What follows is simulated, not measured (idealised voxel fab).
process module | voxel wiring stack
cross-section cut | 240 nm wide | cells 5 nm
A cross-section is a grid of square cells, given in bands from the top down. A band is one or more rows of cells.
Each band's line starts with the height of the band's top and of its bottom, in nm. Then come its materials from left to right, each with its width in nm. One material with "throughout" fills the band from edge to edge. "air" is empty space.
Height 0 is the level under which the wafer as received is all one material. The lowest band goes on downwards, as in "0 down".
A width such as "30 to 40" changes by the same amount from each row of cells to the next, from the band's top row to its bottom row.
"no change" after a step means that no cell of the cross-section changed.
closed voids: empty space of 8 cells or more with no open way to the top, each as width x height at its distance from the left edge, in nm
after a step's settings: what the simulator itself notes on the step
overlay nm, on a step with a mask: how far to the right of its planned place the mask lay; to the left if negative
plan
1 op RECEIVE | material Si
2 op CONFORMAL_DEP | material SiO2 | thk nm 15
3 op DIRECTIONAL_DEP | material TiN | thk nm 5
4 op DIRECTIONAL_DEP | material Ru | thk nm 25
5 op PATTERN | tone cover | mask id METAL_1 | material resist | width nm 25 | pitch nm 45 | thk nm 20 | overlay nm 0
6 op DIRECTIONAL_ETCH | etch materials Ru | depth nm 25
7 op DIRECTIONAL_ETCH | etch materials TiN | depth nm 5
8 op STRIP | etch materials resist
9 op FILL_DEP | material lowk | thk nm 10
10 op CMP | height nm 45
11 op CONFORMAL_DEP | material SiCN | thk nm 5
12 op DIRECTIONAL_DEP | material lowk | thk nm 25
13 op DIRECTIONAL_DEP | material aC | thk nm 10
14 op PATTERN | tone open | mask id METAL_2_HOLES | material resist | width nm 15 | pitch nm 45 | thk nm 25 | overlay nm 0
15 op DIRECTIONAL_ETCH | etch materials aC | depth nm 10
16 op STRIP | etch materials resist
17 op DIRECTIONAL_ETCH | etch materials lowk | depth nm 25
18 op STRIP | etch materials aC
19 op MASKED_ETCH | tone open | mask id METAL_2 | width nm 25 | pitch nm 45 | etch materials lowk | depth nm 15 | overlay nm 0
20 op MASKED_ETCH | tone open | mask id METAL_2 | width nm 25 | pitch nm 45 | etch materials SiCN | depth nm 5 | overlay nm 0
21 op CONFORMAL_DEP | material TiN | thk nm 5
22 op FILL_DEP | material Cu | thk nm 10
23 op CMP | height nm 75
24 op CONFORMAL_DEP | material SiCN | thk nm 5
as received, after step 1
  0 down: Si throughout
  closed voids: none
a wafer at the end: this start, this plan, one mistake
  80 to 75: SiCN throughout
  75 to 65: lowk 40 | TiN 5 | Cu 15 | TiN 5 | lowk 20 | TiN 5 | Cu 15 | TiN 5 | lowk 20 | TiN 5 | Cu 15 | TiN 5 | lowk 20 | TiN 5 | Cu 15 | TiN 5 | lowk 40
  65 to 60: lowk 40 | TiN 5 | Cu 5 | TiN 15 | lowk 20 | TiN 5 | Cu 5 | TiN 15 | lowk 20 | TiN 5 | Cu 5 | TiN 15 | lowk 20 | TiN 5 | Cu 5 | TiN 15 | lowk 40
  60 to 50: lowk 40 | TiN 5 | Cu 5 | TiN 5 | lowk 30 | TiN 5 | Cu 5 | TiN 5 | lowk 30 | TiN 5 | Cu 5 | TiN 5 | lowk 30 | TiN 5 | Cu 5 | TiN 5 | lowk 50
  50 to 45: SiCN 40 | TiN 15 | SiCN 30 | TiN 15 | SiCN 30 | TiN 15 | SiCN 30 | TiN 15 | SiCN 50
  45 to 20: Ru 40 | lowk 25 | Ru 20 | lowk 25 | Ru 20 | lowk 25 | Ru 20 | lowk 25 | Ru 40
  20 to 15: TiN 40 | lowk 25 | TiN 20 | lowk 25 | TiN 20 | lowk 25 | TiN 20 | lowk 25 | TiN 40
  15 to 0: SiO2 throughout
  0 down: Si throughout
  closed voids: none
what went wrong: step 5 ran as: op PATTERN | tone open | mask id METAL_1 | material resist | width nm 25 | pitch nm 45 | thk nm 20 | overlay nm 0
